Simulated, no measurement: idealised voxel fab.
process module | voxel gate over fins
cross-section cut | 210 nm wide | cells 5 nm
A cross-section is a grid of square cells, given in bands from the top down. A band is one or more rows of cells.
Each band's line starts with the height of the band's top and of its bottom, in nm. Then come its materials from left to right, each with its width in nm. One material with "throughout" fills the band from edge to edge. "air" is empty space.
Height 0 is the level under which the wafer as received is all one material. The lowest band goes on downwards, as in "0 down".
A width such as "30 to 40" changes by the same amount from each row of cells to the next, from the band's top row to its bottom row.
"no change" after a step means that no cell of the cross-section changed.
closed voids: empty space of 8 cells or more with no open way to the top, each as width x height at its distance from the left edge, in nm
after a step's settings: what the simulator itself notes on the step
overlay nm, on a step with a mask: how far to the right of its planned place the mask lay; to the left if negative
plan
1 op RECEIVE | material Si
2 op CONFORMAL_DEP | material SiN | thk nm 10
3 op MASKED_ETCH | tone cover | mask id FINS | width nm 15 | pitch nm 35 | etch materials SiN | depth nm 10 | overlay nm 0
4 op MASKED_ETCH | tone cover | mask id FINS | width nm 15 | pitch nm 35 | etch materials Si | depth nm 40 | overlay nm 0
5 op OXIDIZE | depth nm 5
6 op FILL_DEP | material SiO2 | thk nm 10
7 op CMP | height nm 10
8 op SELECTIVE_ETCH | etch materials SiO2 | depth nm 20
9 op STRIP | etch materials SiN
10 op CONFORMAL_DEP | material HfO2 | thk nm 5
11 op CONFORMAL_DEP | material TiN | thk nm 5
12 op FILL_DEP | material W | thk nm 10
13 op CMP | height nm 15
14 op CONFORMAL_DEP | material SiCN | thk nm 10
as received, after step 1
  0 down: Si throughout
  closed voids: none
a wafer at the end: this start, this plan, one mistake
  25 to 15: SiCN throughout
  15 to 10: W throughout
  10 to 5: W 75 | TiN 25 | W 10 | TiN 25 | W 75
  5 to 0: W 75 | TiN 5 | HfO2 15 | TiN 5 | W 10 | TiN 5 | HfO2 15 | TiN 5 | W 75
  0 to -5: TiN 70 | W 5 | TiN 5 | HfO2 5 | Si 5 | HfO2 5 | TiN 5 | W 10 | TiN 5 | HfO2 5 | Si 5 | HfO2 5 | TiN 5 | W 5 | TiN 70
  -5 to -10: HfO2 65 | TiN 5 | W 5 | TiN 5 | HfO2 5 | Si 5 | HfO2 5 | TiN 5 | W 10 | TiN 5 | HfO2 5 | Si 5 | HfO2 5 | TiN 5 | W 5 | TiN 5 | HfO2 65
  -10 to -15: SiO2 60 | HfO2 5 | TiN 15 | HfO2 5 | Si 5 | HfO2 5 | TiN 20 | HfO2 5 | Si 5 | HfO2 5 | TiN 15 | HfO2 5 | SiO2 60
  -15 to -20: SiO2 60 | HfO2 25 | Si 5 | HfO2 30 | Si 5 | HfO2 25 | SiO2 60
  -20 to -45: SiO2 85 | Si 5 | SiO2 30 | Si 5 | SiO2 85
  -45 down: Si throughout
  closed voids: none
what went wrong: steps 8 and 9 were swapped
